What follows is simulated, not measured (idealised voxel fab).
Process module, titled voxel gate over fins
Square cells of 5 nm make up the cross-section cut, whose width is 145 nm.
Reading order for cross-sections: top band down to bottom band. Underlying form: a grid of square cells. Band size: one or more rows of cells. Band: top and bottom heights (nm) first, top before bottom; then materials from left to right, widths in nm. "full width" marks a sole material filling the band edge to edge. "blank" denotes empty space. Zero point of the height axis is 0; under it, received wafer = one material. Lowest band: continues down indefinitely, "0 nm and below". Graded width ("30->40"): value in top row of band = first number; value in bottom row = second number; row-to-row change constant. "remained the same" means the step left every cell of the cross-section as it was. Basically, "Trapped voids" tells you about the enclosed voids: empty spaces with no open way to the top, 8 cells or bigger, each written width x height at distance, where distance is from the left edge, all in nm. Past the settings on a step's line: simulator remark, on that step. The line of a step may include "overlay nm". On a step with a mask, this value is how far to the right of its planned place the mask lay. A negative value means the mask lay to the left.

# Process steps foreseen in the plan
step 1: RECEIVE [material Si]
step 2: CONFORMAL_DEP [material SiN] [thk nm 5]
step 3: PATTERN [tone cover] [mask id FINS] [material resist] [width nm 15] [pitch nm 50] [thk nm 15] [overlay nm 0]
step 4: DIRECTIONAL_ETCH [etch materials SiN] [depth nm 5]
step 5: DIRECTIONAL_ETCH [etch materials Si] [depth nm 40]
step 6: STRIP [etch materials resist]
step 7: FILL_DEP [material SiO2] [thk nm 15]
step 8: CMP [height nm 5]
step 9: PATTERN [tone open] [mask id RAIL] [material resist] [width nm 15] [thk nm 15] [overlay nm 0]
step 10: DIRECTIONAL_ETCH [etch materials SiO2] [depth nm 40]
step 11: STRIP [etch materials resist]
step 12: CONFORMAL_DEP [material TiN] [thk nm 5]
step 13: FILL_DEP [material Ru] [thk nm 5]
step 14: CMP [height nm 5]
step 15: SELECTIVE_ETCH [etch materials W Ru TiN] [depth nm 20]
step 16: FILL_DEP [material SiO2] [thk nm 5]
step 17: CMP [height nm 5]
step 18: SELECTIVE_ETCH [etch materials SiO2] [depth nm 15]
step 19: STRIP [etch materials SiN]
step 20: CONFORMAL_DEP [material HfO2] [thk nm 5]
step 21: CONFORMAL_DEP [material TiN] [thk nm 5]
step 22: CONFORMAL_DEP [material TiAl] [thk nm 5]
step 23: CONFORMAL_DEP [material TiN] [thk nm 5]
step 24: FILL_DEP [material W] [thk nm 15]
step 25: CMP [height nm 30]
step 26: CONFORMAL_DEP [material SiN] [thk nm 10]

# What follows covers the first of two wafers; it ran as planned

# The cross-section here shows the wafer as received, i.e. in its state after step 1
> 0 nm and below  Si full width
> Trapped voids: none

# Sectional view: wafer, after step 2
> 5 nm to 0 nm  SiN full width
> For the remainder of the cross-section, below 0, there is no change.

# Sectional view: wafer, after step 3
> 20 nm to 5 nm  15 nm blank; 15 nm resist; 35 nm blank; 15 nm resist; 35 nm blank; 15 nm resist; 15 nm blank
> For the remainder of the cross-section, below 5, there is no change.

# Sectional view: wafer, after step 4
> 20 nm to 5 nm  15 nm blank; 15 nm resist; 35 nm blank; 15 nm resist; 35 nm blank; 15 nm resist; 15 nm blank
> 5 nm to 0 nm  15 nm blank; 15 nm SiN; 35 nm blank; 15 nm SiN; 35 nm blank; 15 nm SiN; 15 nm blank
> For the remainder of the cross-section, below 0, there is no change.

# Sectional view: wafer, after step 5
> 20 nm to 5 nm  15 nm blank; 15 nm resist; 35 nm blank; 15 nm resist; 35 nm blank; 15 nm resist; 15 nm blank
> 5 nm to 0 nm  15 nm blank; 15 nm SiN; 35 nm blank; 15 nm SiN; 35 nm blank; 15 nm SiN; 15 nm blank
> 0 nm to -40 nm  15 nm blank; 15 nm Si; 35 nm blank; 15 nm Si; 35 nm blank; 15 nm Si; 15 nm blank
> For the remainder of the cross-section, below -40, there is no change.

# Sectional view: wafer, after step 6
> 5 nm to 0 nm  15 nm blank; 15 nm SiN; 35 nm blank; 15 nm SiN; 35 nm blank; 15 nm SiN; 15 nm blank
> For the remainder of the cross-section, below 0, there is no change.

# Sectional view: wafer, after step 7
> 20 nm to 5 nm  SiO2 full width
> 5 nm to 0 nm  15 nm SiO2; 15 nm SiN; 35 nm SiO2; 15 nm SiN; 35 nm SiO2; 15 nm SiN; 15 nm SiO2
> 0 nm to -40 nm  15 nm SiO2; 15 nm Si; 35 nm SiO2; 15 nm Si; 35 nm SiO2; 15 nm Si; 15 nm SiO2
> For the remainder of the cross-section, below -40, there is no change.

# Sectional view: wafer, after step 8
> 5 nm to 0 nm  15 nm SiO2; 15 nm SiN; 35 nm SiO2; 15 nm SiN; 35 nm SiO2; 15 nm SiN; 15 nm SiO2
> For the remainder of the cross-section, below 0, there is no change.

# Sectional view: wafer, after step 9
> 20 nm to 5 nm  40 nm resist; 15 nm blank; 90 nm resist
> For the remainder of the cross-section, below 5, there is no change.

# Sectional view: wafer, after step 10
> 20 nm to 5 nm  40 nm resist; 15 nm blank; 90 nm resist
> 5 nm to 0 nm  15 nm SiO2; 15 nm SiN; 10 nm SiO2; 15 nm blank; 10 nm SiO2; 15 nm SiN; 35 nm SiO2; 15 nm SiN; 15 nm SiO2
> 0 nm to -35 nm  15 nm SiO2; 15 nm Si; 10 nm SiO2; 15 nm blank; 10 nm SiO2; 15 nm Si; 35 nm SiO2; 15 nm Si; 15 nm SiO2
> For the remainder of the cross-section, below -35, there is no change.

# Sectional view: wafer, after step 11
> 5 nm to 0 nm  15 nm SiO2; 15 nm SiN; 10 nm SiO2; 15 nm blank; 10 nm SiO2; 15 nm SiN; 35 nm SiO2; 15 nm SiN; 15 nm SiO2
> For the remainder of the cross-section, below 0, there is no change.

# Sectional view: wafer, after step 12
> 10 nm to 5 nm  45 nm TiN; 5 nm blank; 95 nm TiN
> 5 nm to 0 nm  15 nm SiO2; 15 nm SiN; 10 nm SiO2; 5 nm TiN; 5 nm blank; 5 nm TiN; 10 nm SiO2; 15 nm SiN; 35 nm SiO2; 15 nm SiN; 15 nm SiO2
> 0 nm to -30 nm  15 nm SiO2; 15 nm Si; 10 nm SiO2; 5 nm TiN; 5 nm blank; 5 nm TiN; 10 nm SiO2; 15 nm Si; 35 nm SiO2; 15 nm Si; 15 nm SiO2
> -30 nm to -35 nm  15 nm SiO2; 15 nm Si; 10 nm SiO2; 15 nm TiN; 10 nm SiO2; 15 nm Si; 35 nm SiO2; 15 nm Si; 15 nm SiO2
> For the remainder of the cross-section, below -35, there is no change.

# Sectional view: wafer, after step 13
> 15 nm to 10 nm  Ru full width
> 10 nm to 5 nm  45 nm TiN; 5 nm Ru; 95 nm TiN
> 5 nm to 0 nm  15 nm SiO2; 15 nm SiN; 10 nm SiO2; 5 nm TiN; 5 nm Ru; 5 nm TiN; 10 nm SiO2; 15 nm SiN; 35 nm SiO2; 15 nm SiN; 15 nm SiO2
> 0 nm to -30 nm  15 nm SiO2; 15 nm Si; 10 nm SiO2; 5 nm TiN; 5 nm Ru; 5 nm TiN; 10 nm SiO2; 15 nm Si; 35 nm SiO2; 15 nm Si; 15 nm SiO2
> For the remainder of the cross-section, below -30, there is no change.

# Sectional view: wafer, after step 14
> 5 nm to 0 nm  15 nm SiO2; 15 nm SiN; 10 nm SiO2; 5 nm TiN; 5 nm Ru; 5 nm TiN; 10 nm SiO2; 15 nm SiN; 35 nm SiO2; 15 nm SiN; 15 nm SiO2
> For the remainder of the cross-section, below 0, there is no change.

# Sectional view: wafer, after step 15
> 5 nm to 0 nm  15 nm SiO2; 15 nm SiN; 10 nm SiO2; 15 nm blank; 10 nm SiO2; 15 nm SiN; 35 nm SiO2; 15 nm SiN; 15 nm SiO2
> 0 nm to -15 nm  15 nm SiO2; 15 nm Si; 10 nm SiO2; 15 nm blank; 10 nm SiO2; 15 nm Si; 35 nm SiO2; 15 nm Si; 15 nm SiO2
> For the remainder of the cross-section, below -15, there is no change.

# Sectional view: wafer, after step 16
> 10 nm to 5 nm  SiO2 full width
> 5 nm to 0 nm  15 nm SiO2; 15 nm SiN; 35 nm SiO2; 15 nm SiN; 35 nm SiO2; 15 nm SiN; 15 nm SiO2
> 0 nm to -15 nm  15 nm SiO2; 15 nm Si; 35 nm SiO2; 15 nm Si; 35 nm SiO2; 15 nm Si; 15 nm SiO2
> For the remainder of the cross-section, below -15, there is no change.

# Sectional view: wafer, after step 17
> 5 nm to 0 nm  15 nm SiO2; 15 nm SiN; 35 nm SiO2; 15 nm SiN; 35 nm SiO2; 15 nm SiN; 15 nm SiO2
> For the remainder of the cross-section, below 0, there is no change.

# Sectional view: wafer, after step 18
> 5 nm to 0 nm  15 nm blank; 15 nm SiN; 35 nm blank; 15 nm SiN; 35 nm blank; 15 nm SiN; 15 nm blank
> 0 nm to -10 nm  15 nm blank; 15 nm Si; 35 nm blank; 15 nm Si; 35 nm blank; 15 nm Si; 15 nm blank
> For the remainder of the cross-section, below -10, there is no change.

# Sectional view: wafer, after step 19
> 0 nm to -10 nm  15 nm blank; 15 nm Si; 35 nm blank; 15 nm Si; 35 nm blank; 15 nm Si; 15 nm blank
> For the remainder of the cross-section, below -10, there is no change.

# Sectional view: wafer, after step 20
> 5 nm to 0 nm  10 nm blank; 25 nm HfO2; 25 nm blank; 25 nm HfO2; 25 nm blank; 25 nm HfO2; 10 nm blank
> 0 nm to -5 nm  10 nm blank; 5 nm HfO2; 15 nm Si; 5 nm HfO2; 25 nm blank; 5 nm HfO2; 15 nm Si; 5 nm HfO2; 25 nm blank; 5 nm HfO2; 15 nm Si; 5 nm HfO2; 10 nm blank
> -5 nm to -10 nm  15 nm HfO2; 15 nm Si; 35 nm HfO2; 15 nm Si; 35 nm HfO2; 15 nm Si; 15 nm HfO2
> For the remainder of the cross-section, below -10, there is no change.

# Sectional view: wafer, after step 21
> 10 nm to 5 nm  5 nm blank; 35 nm TiN; 15 nm blank; 35 nm TiN; 15 nm blank; 35 nm TiN; 5 nm blank
> 5 nm to 0 nm  5 nm blank; 5 nm TiN; 25 nm HfO2; 5 nm TiN; 15 nm blank; 5 nm TiN; 25 nm HfO2; 5 nm TiN; 15 nm blank; 5 nm TiN; 25 nm HfO2; 5 nm TiN; 5 nm blank
> 0 nm to -5 nm  10 nm TiN; 5 nm HfO2; 15 nm Si; 5 nm HfO2; 25 nm TiN; 5 nm HfO2; 15 nm Si; 5 nm HfO2; 25 nm TiN; 5 nm HfO2; 15 nm Si; 5 nm HfO2; 10 nm TiN
> For the remainder of the cross-section, below -5, there is no change.

# Sectional view: wafer, after step 22
> 15 nm to 10 nm  45 nm TiAl; 5 nm blank; 45 nm TiAl; 5 nm blank; 45 nm TiAl
> 10 nm to 5 nm  5 nm TiAl; 35 nm TiN; 5 nm TiAl; 5 nm blank; 5 nm TiAl; 35 nm TiN; 5 nm TiAl; 5 nm blank; 5 nm TiAl; 35 nm TiN; 5 nm TiAl
> 5 nm to 0 nm  5 nm TiAl; 5 nm TiN; 25 nm HfO2; 5 nm TiN; 15 nm TiAl; 5 nm TiN; 25 nm HfO2; 5 nm TiN; 15 nm TiAl; 5 nm TiN; 25 nm HfO2; 5 nm TiN; 5 nm TiAl
> For the remainder of the cross-section, below 0, there is no change.

# Sectional view: wafer, after step 23
> 20 nm to 15 nm  TiN full width
> 15 nm to 10 nm  45 nm TiAl; 5 nm TiN; 45 nm TiAl; 5 nm TiN; 45 nm TiAl
> 10 nm to 5 nm  5 nm TiAl; 35 nm TiN; 5 nm TiAl; 5 nm TiN; 5 nm TiAl; 35 nm TiN; 5 nm TiAl; 5 nm TiN; 5 nm TiAl; 35 nm TiN; 5 nm TiAl
> For the remainder of the cross-section, below 5, there is no change.

# Sectional view: wafer, after step 24
> 35 nm to 20 nm  W full width
> For the remainder of the cross-section, below 20, there is no change.

# Sectional view: wafer, after step 25
> 30 nm to 20 nm  W full width
> For the remainder of the cross-section, below 20, there is no change.

# Sectional view: wafer, after step 26
> 40 nm to 30 nm  SiN full width
> For the remainder of the cross-section, below 30, there is no change.

# It is to be noted that the second wafer proceeded from the same initial state and according to the same plan as the first, although one mistake was committed in its execution; through step 8, inclusive, the two wafers share an identical history

# Second wafer profile in section, at the moment step 9 of the plan was meant to be complete
> 20 nm to 5 nm  35 nm resist; 25 nm blank; 85 nm resist
> For the remainder of the cross-section, below 5, there is no change.

# Second wafer profile in section, at the moment step 10 of the plan was meant to be complete
> 20 nm to 5 nm  35 nm resist; 25 nm blank; 85 nm resist
> 5 nm to 0 nm  15 nm SiO2; 15 nm SiN; 5 nm SiO2; 25 nm blank; 5 nm SiO2; 15 nm SiN; 35 nm SiO2; 15 nm SiN; 15 nm SiO2
> 0 nm to -35 nm  15 nm SiO2; 15 nm Si; 5 nm SiO2; 25 nm blank; 5 nm SiO2; 15 nm Si; 35 nm SiO2; 15 nm Si; 15 nm SiO2
> For the remainder of the cross-section, below -35, there is no change.

# Second wafer profile in section, at the moment step 11 of the plan was meant to be complete
> 5 nm to 0 nm  15 nm SiO2; 15 nm SiN; 5 nm SiO2; 25 nm blank; 5 nm SiO2; 15 nm SiN; 35 nm SiO2; 15 nm SiN; 15 nm SiO2
> For the remainder of the cross-section, below 0, there is no change.

# Second wafer profile in section, at the moment step 12 of the plan was meant to be complete
> 10 nm to 5 nm  40 nm TiN; 15 nm blank; 90 nm TiN
> 5 nm to 0 nm  15 nm SiO2; 15 nm SiN; 5 nm SiO2; 5 nm TiN; 15 nm blank; 5 nm TiN; 5 nm SiO2; 15 nm SiN; 35 nm SiO2; 15 nm SiN; 15 nm SiO2
> 0 nm to -30 nm  15 nm SiO2; 15 nm Si; 5 nm SiO2; 5 nm TiN; 15 nm blank; 5 nm TiN; 5 nm SiO2; 15 nm Si; 35 nm SiO2; 15 nm Si; 15 nm SiO2
> -30 nm to -35 nm  15 nm SiO2; 15 nm Si; 5 nm SiO2; 25 nm TiN; 5 nm SiO2; 15 nm Si; 35 nm SiO2; 15 nm Si; 15 nm SiO2
> For the remainder of the cross-section, below -35, there is no change.

# Second wafer profile in section, at the moment step 13 of the plan was meant to be complete
> 15 nm to 10 nm  Ru full width
> 10 nm to 5 nm  40 nm TiN; 15 nm Ru; 90 nm TiN
> 5 nm to 0 nm  15 nm SiO2; 15 nm SiN; 5 nm SiO2; 5 nm TiN; 15 nm Ru; 5 nm TiN; 5 nm SiO2; 15 nm SiN; 35 nm SiO2; 15 nm SiN; 15 nm SiO2
> 0 nm to -30 nm  15 nm SiO2; 15 nm Si; 5 nm SiO2; 5 nm TiN; 15 nm Ru; 5 nm TiN; 5 nm SiO2; 15 nm Si; 35 nm SiO2; 15 nm Si; 15 nm SiO2
> For the remainder of the cross-section, below -30, there is no change.

# Second wafer profile in section, at the moment step 14 of the plan was meant to be complete
> 5 nm to 0 nm  15 nm SiO2; 15 nm SiN; 5 nm SiO2; 5 nm TiN; 15 nm Ru; 5 nm TiN; 5 nm SiO2; 15 nm SiN; 35 nm SiO2; 15 nm SiN; 15 nm SiO2
> For the remainder of the cross-section, below 0, there is no change.

# Second wafer profile in section, at the moment step 15 of the plan was meant to be complete
> 5 nm to 0 nm  15 nm SiO2; 15 nm SiN; 5 nm SiO2; 25 nm blank; 5 nm SiO2; 15 nm SiN; 35 nm SiO2; 15 nm SiN; 15 nm SiO2
> 0 nm to -15 nm  15 nm SiO2; 15 nm Si; 5 nm SiO2; 25 nm blank; 5 nm SiO2; 15 nm Si; 35 nm SiO2; 15 nm Si; 15 nm SiO2
> For the remainder of the cross-section, below -15, there is no change.

# Second wafer profile in section, at the moment step 16 of the plan was meant to be complete
> 10 nm to 5 nm  SiO2 full width
> 5 nm to 0 nm  15 nm SiO2; 15 nm SiN; 35 nm SiO2; 15 nm SiN; 35 nm SiO2; 15 nm SiN; 15 nm SiO2
> 0 nm to -15 nm  15 nm SiO2; 15 nm Si; 35 nm SiO2; 15 nm Si; 35 nm SiO2; 15 nm Si; 15 nm SiO2
> For the remainder of the cross-section, below -15, there is no change.

# Second wafer profile in section, at the moment step 17 of the plan was meant to be complete
> 5 nm to 0 nm  15 nm SiO2; 15 nm SiN; 35 nm SiO2; 15 nm SiN; 35 nm SiO2; 15 nm SiN; 15 nm SiO2
> For the remainder of the cross-section, below 0, there is no change.

# Second wafer profile in section, at the moment step 18 of the plan was meant to be complete
> 5 nm to 0 nm  15 nm blank; 15 nm SiN; 35 nm blank; 15 nm SiN; 35 nm blank; 15 nm SiN; 15 nm blank
> 0 nm to -10 nm  15 nm blank; 15 nm Si; 35 nm blank; 15 nm Si; 35 nm blank; 15 nm Si; 15 nm blank
> For the remainder of the cross-section, below -10, there is no change.

# Second wafer profile in section, at the moment step 19 of the plan was meant to be complete
> 0 nm to -10 nm  15 nm blank; 15 nm Si; 35 nm blank; 15 nm Si; 35 nm blank; 15 nm Si; 15 nm blank
> For the remainder of the cross-section, below -10, there is no change.

# Second wafer profile in section, at the moment step 20 of the plan was meant to be complete
> 5 nm to 0 nm  10 nm blank; 25 nm HfO2; 25 nm blank; 25 nm HfO2; 25 nm blank; 25 nm HfO2; 10 nm blank
> 0 nm to -5 nm  10 nm blank; 5 nm HfO2; 15 nm Si; 5 nm HfO2; 25 nm blank; 5 nm HfO2; 15 nm Si; 5 nm HfO2; 25 nm blank; 5 nm HfO2; 15 nm Si; 5 nm HfO2; 10 nm blank
> -5 nm to -10 nm  15 nm HfO2; 15 nm Si; 35 nm HfO2; 15 nm Si; 35 nm HfO2; 15 nm Si; 15 nm HfO2
> For the remainder of the cross-section, below -10, there is no change.

# Second wafer profile in section, at the moment step 21 of the plan was meant to be complete
> 10 nm to 5 nm  5 nm blank; 35 nm TiN; 15 nm blank; 35 nm TiN; 15 nm blank; 35 nm TiN; 5 nm blank
> 5 nm to 0 nm  5 nm blank; 5 nm TiN; 25 nm HfO2; 5 nm TiN; 15 nm blank; 5 nm TiN; 25 nm HfO2; 5 nm TiN; 15 nm blank; 5 nm TiN; 25 nm HfO2; 5 nm TiN; 5 nm blank
> 0 nm to -5 nm  10 nm TiN; 5 nm HfO2; 15 nm Si; 5 nm HfO2; 25 nm TiN; 5 nm HfO2; 15 nm Si; 5 nm HfO2; 25 nm TiN; 5 nm HfO2; 15 nm Si; 5 nm HfO2; 10 nm TiN
> For the remainder of the cross-section, below -5, there is no change.

# Second wafer profile in section, at the moment step 22 of the plan was meant to be complete
> 15 nm to 10 nm  45 nm TiAl; 5 nm blank; 45 nm TiAl; 5 nm blank; 45 nm TiAl
> 10 nm to 5 nm  5 nm TiAl; 35 nm TiN; 5 nm TiAl; 5 nm blank; 5 nm TiAl; 35 nm TiN; 5 nm TiAl; 5 nm blank; 5 nm TiAl; 35 nm TiN; 5 nm TiAl
> 5 nm to 0 nm  5 nm TiAl; 5 nm TiN; 25 nm HfO2; 5 nm TiN; 15 nm TiAl; 5 nm TiN; 25 nm HfO2; 5 nm TiN; 15 nm TiAl; 5 nm TiN; 25 nm HfO2; 5 nm TiN; 5 nm TiAl
> For the remainder of the cross-section, below 0, there is no change.

# Second wafer profile in section, at the moment step 23 of the plan was meant to be complete
> 20 nm to 15 nm  TiN full width
> 15 nm to 10 nm  45 nm TiAl; 5 nm TiN; 45 nm TiAl; 5 nm TiN; 45 nm TiAl
> 10 nm to 5 nm  5 nm TiAl; 35 nm TiN; 5 nm TiAl; 5 nm TiN; 5 nm TiAl; 35 nm TiN; 5 nm TiAl; 5 nm TiN; 5 nm TiAl; 35 nm TiN; 5 nm TiAl
> For the remainder of the cross-section, below 5, there is no change.

# Second wafer profile in section, at the moment step 24 of the plan was meant to be complete
> 35 nm to 20 nm  W full width
> For the remainder of the cross-section, below 20, there is no change.

# Second wafer profile in section, at the moment step 25 of the plan was meant to be complete
> 30 nm to 20 nm  W full width
> For the remainder of the cross-section, below 20, there is no change.

# Second wafer profile in section, at the moment step 26 of the plan was meant to be complete
> 40 nm to 30 nm  SiN full width
> For the remainder of the cross-section, below 30, there is no change.
Want to know what went wrong? step 9 was run on a setting that differed from the plan, and what really ran there is PATTERN [tone open] [mask id RAIL] [material resist] [width nm 25] [thk nm 15] [overlay nm 0]
Heads up, by the end the second wafer has more or fewer cells of some materials compared to the first: Ru: 6 more, SiO2: 8 fewer, TiN: 2 more
